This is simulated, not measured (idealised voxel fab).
Process module name: voxel double patterning
Section cut is 255 nm wide and gridded with 5 nm square cells.
We lay out every cross-section as a grid of square cells and spell it out in bands from the top down, where one band means one or more rows of cells. The band entry comprises the height of the band's top followed by the height of its bottom, expressed in nm, and subsequently the band's materials from left to right, each stated together with its width in nm. Where a single material is marked with the word "full width", that material fills the band from edge to edge. The word "blank" represents empty space. Heights from 0 (as-received wafer is one material below). Bottom band endless downward, as "z 0 and below". The expression "30->40" gives the width at the extremes of the band, the first number at its top row of cells and the second at its bottom row, with the width changing by equal amounts from each row to the next in between. Any step labelled "nothing got changed" changed none of the cells in the cross-section. In the "closed voids" entry, you get each enclosed empty space of 8 cells or more, one with no open way to the top, written width x height at distance, distance from the left edge, in nm. Whatever follows a step's settings on its line is a remark the simulator itself makes about that step. What "overlay nm" on a step's line means: if the step has a mask, that mask lay this far to the right of its planned place, or, when the value is negative, to the left.
The steps planned for the process are as follows
step 1: RECEIVE (material Si)
step 2: CONFORMAL_DEP (material SiO2; thk nm 5)
step 3: DIRECTIONAL_DEP (material TiN; thk nm 10)
step 4: DIRECTIONAL_DEP (material SiCN; thk nm 5)
step 5: PATTERN (tone open; mask id FIRST; material resist; width nm 15; pitch nm 50; thk nm 15; overlay nm 0)
step 6: DIRECTIONAL_ETCH (etch materials SiCN; depth nm 5)
step 7: STRIP (etch materials resist)
step 8: MASKED_ETCH (tone open; mask id SECOND; width nm 15; etch materials SiCN; depth nm 5; overlay nm 0)
step 9: DIRECTIONAL_ETCH (etch materials TiN; depth nm 10)
step 10: STRIP (etch materials SiCN)
Don't read the plan's thk nm for step 2 as applying to every wafer: that's the first wafer's value, and the wafers differ in it, though they all start identical.
The first of several wafers in cross-section, exactly as it reached us after step 1
  z 0 and below  Si full width
  closed voids: none
The cross-section of the first of several wafers is given below for the end of the module, after its final step, step 10
  z 15 to 5  TiN 95 / blank 15 / TiN 10 / blank 15 / TiN 10 / blank 15 / TiN 95
  z 5 to 0  SiO2 full width
  z 0 and below  Si full width
  closed voids: none
Cross-section, module end, final of several wafers
  z 30 to 20  TiN 95 / blank 15 / TiN 10 / blank 15 / TiN 10 / blank 15 / TiN 95
  z 20 to 0  SiO2 full width
  z 0 and below  Si full width
  closed voids: none
Per wafer, end of module: cells gained (+) or lost (-) per material since receipt, then closed voids
thk nm 5; +51 SiO2; +84 TiN; closed voids: none
thk nm 10; +102 SiO2; +84 TiN; closed voids: none
thk nm 15; +153 SiO2; +84 TiN; closed voids: none
thk nm 20; +204 SiO2; +84 TiN; closed voids: none
